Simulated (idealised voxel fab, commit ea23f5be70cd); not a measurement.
process module | voxel gate over fins
cross-section cut | 200 nm wide | cells 5 nm
A cross-section is a grid of square cells, given in bands from the top down. A band is one or more rows of cells.
Each band's line starts with the height of the band's top and of its bottom, in nm. Then come its materials from left to right, each with its width in nm. One material with "throughout" fills the band from edge to edge. "air" is empty space.
Height 0 is the level under which the wafer as received is all one material. The lowest band goes on downwards, as in "0 down".
A width such as "30 to 40" changes by the same amount from each row of cells to the next, from the band's top row to its bottom row.
"no change" after a step means that no cell of the cross-section changed.
closed voids: empty space of 8 cells or more with no open way to the top, each as width x height at its distance from the left edge, in nm
after a step's settings: what the simulator itself notes on the step
overlay nm, on a step with a mask: how far to the right of its planned place the mask lay; to the left if negative
plan
1 op RECEIVE | material Si
2 op CONFORMAL_DEP | material SiN | thk nm 10
3 op DIRECTIONAL_DEP | material aC | thk nm 15
4 op PATTERN | tone cover | mask id FINS | material resist | width nm 15 | pitch nm 40 | thk nm 35 | overlay nm 0
5 op DIRECTIONAL_ETCH | etch materials aC | depth nm 15
6 op STRIP | etch materials resist
7 op DIRECTIONAL_ETCH | etch materials SiN | depth nm 10
8 op DIRECTIONAL_ETCH | etch materials Si | depth nm 35
9 op STRIP | etch materials aC
10 op OXIDIZE | depth nm 5
11 op FILL_DEP | material SiO2 | thk nm 15
12 op CMP | height nm 10
13 op SELECTIVE_ETCH | etch materials SiO2 | depth nm 25
14 op STRIP | etch materials SiN
15 op CONFORMAL_DEP | material HfO2 | thk nm 5
16 op CONFORMAL_DEP | material TiN | thk nm 5
17 op CONFORMAL_DEP | material TiAl | thk nm 5
18 op CONFORMAL_DEP | material TiN | thk nm 5
19 op FILL_DEP | material W | thk nm 10
20 op CMP | height nm 25
21 op CONFORMAL_DEP | material SiCN | thk nm 5
first wafer, as planned
as received, after step 1
  0 down: Si throughout
  closed voids: none
after step 2
  10 to 0: SiN throughout
  below 0: unchanged
after step 3
  25 to 10: aC throughout
  below 10: unchanged
after step 4
  60 to 25: air 50 | resist 15 | air 25 | resist 15 | air 25 | resist 15 | air 55
  below 25: unchanged
after step 5
  45 to 25: air 50 | resist 15 | air 25 | resist 15 | air 25 | resist 15 | air 55
  25 to 10: air 50 | aC 15 | air 25 | aC 15 | air 25 | aC 15 | air 55
  below 10: unchanged
after step 6
  25 to 10: air 50 | aC 15 | air 25 | aC 15 | air 25 | aC 15 | air 55
  below 10: unchanged
after step 7
  25 to 10: air 50 | aC 15 | air 25 | aC 15 | air 25 | aC 15 | air 55
  10 to 0: air 50 | SiN 15 | air 25 | SiN 15 | air 25 | SiN 15 | air 55
  below 0: unchanged
after step 8
  25 to 10: air 50 | aC 15 | air 25 | aC 15 | air 25 | aC 15 | air 55
  10 to 0: air 50 | SiN 15 | air 25 | SiN 15 | air 25 | SiN 15 | air 55
  0 to -35: air 50 | Si 15 | air 25 | Si 15 | air 25 | Si 15 | air 55
  below -35: unchanged
after step 9
  10 to 0: air 50 | SiN 15 | air 25 | SiN 15 | air 25 | SiN 15 | air 55
  below 0: unchanged
after step 10
  10 to 0: air 50 | SiN 15 | air 25 | SiN 15 | air 25 | SiN 15 | air 55
  0 to -35: air 50 | SiO2 5 | Si 5 | SiO2 5 | air 25 | SiO2 5 | Si 5 | SiO2 5 | air 25 | SiO2 5 | Si 5 | SiO2 5 | air 55
  -35 to -40: SiO2 55 | Si 5 | SiO2 35 | Si 5 | SiO2 35 | Si 5 | SiO2 60
  below -40: unchanged
after step 11
  25 to 10: SiO2 throughout
  10 to 0: SiO2 50 | SiN 15 | SiO2 25 | SiN 15 | SiO2 25 | SiN 15 | SiO2 55
  0 to -40: SiO2 55 | Si 5 | SiO2 35 | Si 5 | SiO2 35 | Si 5 | SiO2 60
  below -40: unchanged
after step 12
  10 to 0: SiO2 50 | SiN 15 | SiO2 25 | SiN 15 | SiO2 25 | SiN 15 | SiO2 55
  below 0: unchanged
after step 13
  10 to 0: air 50 | SiN 15 | air 25 | SiN 15 | air 25 | SiN 15 | air 55
  0 to -15: air 55 | Si 5 | air 35 | Si 5 | air 35 | Si 5 | air 60
  below -15: unchanged
after step 14
  0 to -15: air 55 | Si 5 | air 35 | Si 5 | air 35 | Si 5 | air 60
  below -15: unchanged
after step 15
  5 to 0: air 50 | HfO2 15 | air 25 | HfO2 15 | air 25 | HfO2 15 | air 55
  0 to -10: air 50 | HfO2 5 | Si 5 | HfO2 5 | air 25 | HfO2 5 | Si 5 | HfO2 5 | air 25 | HfO2 5 | Si 5 | HfO2 5 | air 55
  -10 to -15: HfO2 55 | Si 5 | HfO2 35 | Si 5 | HfO2 35 | Si 5 | HfO2 60
  below -15: unchanged
after step 16
  10 to 5: air 45 | TiN 25 | air 15 | TiN 25 | air 15 | TiN 25 | air 50
  5 to 0: air 45 | TiN 5 | HfO2 15 | TiN 5 | air 15 | TiN 5 | HfO2 15 | TiN 5 | air 15 | TiN 5 | HfO2 15 | TiN 5 | air 50
  0 to -5: air 45 | TiN 5 | HfO2 5 | Si 5 | HfO2 5 | TiN 5 | air 15 | TiN 5 | HfO2 5 | Si 5 | HfO2 5 | TiN 5 | air 15 | TiN 5 | HfO2 5 | Si 5 | HfO2 5 | TiN 5 | air 50
  -5 to -10: TiN 50 | HfO2 5 | Si 5 | HfO2 5 | TiN 25 | HfO2 5 | Si 5 | HfO2 5 | TiN 25 | HfO2 5 | Si 5 | HfO2 5 | TiN 55
  below -10: unchanged
after step 17
  15 to 10: air 40 | TiAl 35 | air 5 | TiAl 35 | air 5 | TiAl 35 | air 45
  10 to 5: air 40 | TiAl 5 | TiN 25 | TiAl 5 | air 5 | TiAl 5 | TiN 25 | TiAl 5 | air 5 | TiAl 5 | TiN 25 | TiAl 5 | air 45
  5 to 0: air 40 | TiAl 5 | TiN 5 | HfO2 15 | TiN 5 | TiAl 5 | air 5 | TiAl 5 | TiN 5 | HfO2 15 | TiN 5 | TiAl 5 | air 5 | TiAl 5 | TiN 5 | HfO2 15 | TiN 5 | TiAl 5 | air 45
  0 to -5: TiAl 45 | TiN 5 | HfO2 5 | Si 5 | HfO2 5 | TiN 5 | TiAl 15 | TiN 5 | HfO2 5 | Si 5 | HfO2 5 | TiN 5 | TiAl 15 | TiN 5 | HfO2 5 | Si 5 | HfO2 5 | TiN 5 | TiAl 50
  below -5: unchanged
after step 18
  20 to 15: air 35 | TiN 125 | air 40
  15 to 10: air 35 | TiN 5 | TiAl 35 | TiN 5 | TiAl 35 | TiN 5 | TiAl 35 | TiN 5 | air 40
  10 to 5: air 35 | TiN 5 | TiAl 5 | TiN 25 | TiAl 5 | TiN 5 | TiAl 5 | TiN 25 | TiAl 5 | TiN 5 | TiAl 5 | TiN 25 | TiAl 5 | TiN 5 | air 40
  5 to 0: TiN 40 | TiAl 5 | TiN 5 | HfO2 15 | TiN 5 | TiAl 5 | TiN 5 | TiAl 5 | TiN 5 | HfO2 15 | TiN 5 | TiAl 5 | TiN 5 | TiAl 5 | TiN 5 | HfO2 15 | TiN 5 | TiAl 5 | TiN 45
  below 0: unchanged
after step 19
  30 to 20: W throughout
  20 to 15: W 35 | TiN 125 | W 40
  15 to 10: W 35 | TiN 5 | TiAl 35 | TiN 5 | TiAl 35 | TiN 5 | TiAl 35 | TiN 5 | W 40
  10 to 5: W 35 | TiN 5 | TiAl 5 | TiN 25 | TiAl 5 | TiN 5 | TiAl 5 | TiN 25 | TiAl 5 | TiN 5 | TiAl 5 | TiN 25 | TiAl 5 | TiN 5 | W 40
  below 5: unchanged
after step 20
  25 to 20: W throughout
  below 20: unchanged
after step 21
  30 to 25: SiCN throughout
  below 25: unchanged
second wafer: like start, like plan, one mistake. Through step 15 it matches the first wafer
when step 16 should have ended
  10 to 5: air 45 | TiAl 25 | air 15 | TiAl 25 | air 15 | TiAl 25 | air 50
  5 to 0: air 45 | TiAl 5 | HfO2 15 | TiAl 5 | air 15 | TiAl 5 | HfO2 15 | TiAl 5 | air 15 | TiAl 5 | HfO2 15 | TiAl 5 | air 50
  0 to -5: air 45 | TiAl 5 | HfO2 5 | Si 5 | HfO2 5 | TiAl 5 | air 15 | TiAl 5 | HfO2 5 | Si 5 | HfO2 5 | TiAl 5 | air 15 | TiAl 5 | HfO2 5 | Si 5 | HfO2 5 | TiAl 5 | air 50
  -5 to -10: TiAl 50 | HfO2 5 | Si 5 | HfO2 5 | TiAl 25 | HfO2 5 | Si 5 | HfO2 5 | TiAl 25 | HfO2 5 | Si 5 | HfO2 5 | TiAl 55
  below -10: unchanged
when step 17 should have ended
  15 to 10: air 40 | TiN 35 | air 5 | TiN 35 | air 5 | TiN 35 | air 45
  10 to 5: air 40 | TiN 5 | TiAl 25 | TiN 5 | air 5 | TiN 5 | TiAl 25 | TiN 5 | air 5 | TiN 5 | TiAl 25 | TiN 5 | air 45
  5 to 0: air 40 | TiN 5 | TiAl 5 | HfO2 15 | TiAl 5 | TiN 5 | air 5 | TiN 5 | TiAl 5 | HfO2 15 | TiAl 5 | TiN 5 | air 5 | TiN 5 | TiAl 5 | HfO2 15 | TiAl 5 | TiN 5 | air 45
  0 to -5: TiN 45 | TiAl 5 | HfO2 5 | Si 5 | HfO2 5 | TiAl 5 | TiN 15 | TiAl 5 | HfO2 5 | Si 5 | HfO2 5 | TiAl 5 | TiN 15 | TiAl 5 | HfO2 5 | Si 5 | HfO2 5 | TiAl 5 | TiN 50
  below -5: unchanged
when step 18 should have ended
  20 to 10: air 35 | TiN 125 | air 40
  10 to 5: air 35 | TiN 10 | TiAl 25 | TiN 15 | TiAl 25 | TiN 15 | TiAl 25 | TiN 10 | air 40
  5 to 0: TiN 45 | TiAl 5 | HfO2 15 | TiAl 5 | TiN 15 | TiAl 5 | HfO2 15 | TiAl 5 | TiN 15 | TiAl 5 | HfO2 15 | TiAl 5 | TiN 50
  below 0: unchanged
when step 19 should have ended
  30 to 20: W throughout
  20 to 10: W 35 | TiN 125 | W 40
  10 to 5: W 35 | TiN 10 | TiAl 25 | TiN 15 | TiAl 25 | TiN 15 | TiAl 25 | TiN 10 | W 40
  below 5: unchanged
when step 20 should have ended
  25 to 20: W throughout
  below 20: unchanged
when step 21 should have ended
  30 to 25: SiCN throughout
  below 25: unchanged
what went wrong: steps 16 and 17 were swapped
at the end the second wafer has, in cells: as many of each material as the first, in other places
